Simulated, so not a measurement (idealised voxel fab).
process module | voxel air gaps
cross-section cut | 220 nm wide | cells 5 nm
A cross-section is a grid of square cells, given in bands from the top down. A band is one or more rows of cells.
Each band's line starts with the height of the band's top and of its bottom, in nm. Then come its materials from left to right, each with its width in nm. One material with "throughout" fills the band from edge to edge. "air" is empty space.
Height 0 is the level under which the wafer as received is all one material. The lowest band goes on downwards, as in "0 down".
A width such as "30 to 40" changes by the same amount from each row of cells to the next, from the band's top row to its bottom row.
"no change" after a step means that no cell of the cross-section changed.
closed voids: empty space of 8 cells or more with no open way to the top, each as width x height at its distance from the left edge, in nm
after a step's settings: what the simulator itself notes on the step
overlay nm, on a step with a mask: how far to the right of its planned place the mask lay; to the left if negative
plan
1 op RECEIVE | material Si
2 op CONFORMAL_DEP | material SiO2 | thk nm 15
3 op CONFORMAL_DEP | material SiN | thk nm 5
4 op DIRECTIONAL_DEP | material SiO2 | thk nm 35
5 op DIRECTIONAL_DEP | material aC | thk nm 15
6 op PATTERN | tone open | mask id LINES | material resist | width nm 20 | pitch nm 50 | thk nm 30 | overlay nm 0
7 op DIRECTIONAL_ETCH | etch materials aC | depth nm 15
8 op STRIP | etch materials resist
9 op DIRECTIONAL_ETCH | etch materials SiO2 | depth nm 35
10 op STRIP | etch materials aC
11 op CONFORMAL_DEP | material TiN | thk nm 5
12 op FILL_DEP | material W | thk nm 10
13 op CMP | height nm 55
14 op EPI | material Ru | thk nm 10
15 op SELECTIVE_ETCH | etch materials SiO2 | depth nm 45
16 op CONFORMAL_DEP | material SiCN | thk nm 5
as received, after step 1
  0 down: Si throughout
  closed voids: none
a wafer at the end: this start, this plan, one mistake
  70 to 65: air 15 | SiCN 45 | air 5 | SiCN 45 | air 5 | SiCN 45 | air 5 | SiCN 45 | air 10
  65 to 55: air 15 | SiCN 5 | Ru 35 | SiCN 5 | air 5 | SiCN 5 | Ru 35 | SiCN 5 | air 5 | SiCN 5 | Ru 35 | SiCN 5 | air 5 | SiCN 5 | Ru 35 | SiCN 5 | air 10
  55 to 50: air 15 | SiCN 15 | TiN 5 | W 5 | TiN 5 | SiCN 15 | air 5 | SiCN 15 | TiN 5 | W 5 | TiN 5 | SiCN 15 | air 5 | SiCN 15 | TiN 5 | W 5 | TiN 5 | SiCN 15 | air 5 | SiCN 15 | TiN 5 | W 5 | TiN 5 | SiCN 15 | air 10
  50 to 25: air 25 | SiCN 5 | TiN 5 | W 5 | TiN 5 | SiCN 5 | air 25 | SiCN 5 | TiN 5 | W 5 | TiN 5 | SiCN 5 | air 25 | SiCN 5 | TiN 5 | W 5 | TiN 5 | SiCN 5 | air 25 | SiCN 5 | TiN 5 | W 5 | TiN 5 | SiCN 5 | air 20
  25 to 20: SiCN 30 | TiN 15 | SiCN 35 | TiN 15 | SiCN 35 | TiN 15 | SiCN 35 | TiN 15 | SiCN 25
  20 to 15: SiN throughout
  15 to 0: SiO2 throughout
  0 down: Si throughout
  closed voids: none
what went wrong: step 6 ran as: op PATTERN | tone open | mask id LINES | material resist | width nm 15 | pitch nm 50 | thk nm 30 | overlay nm 0
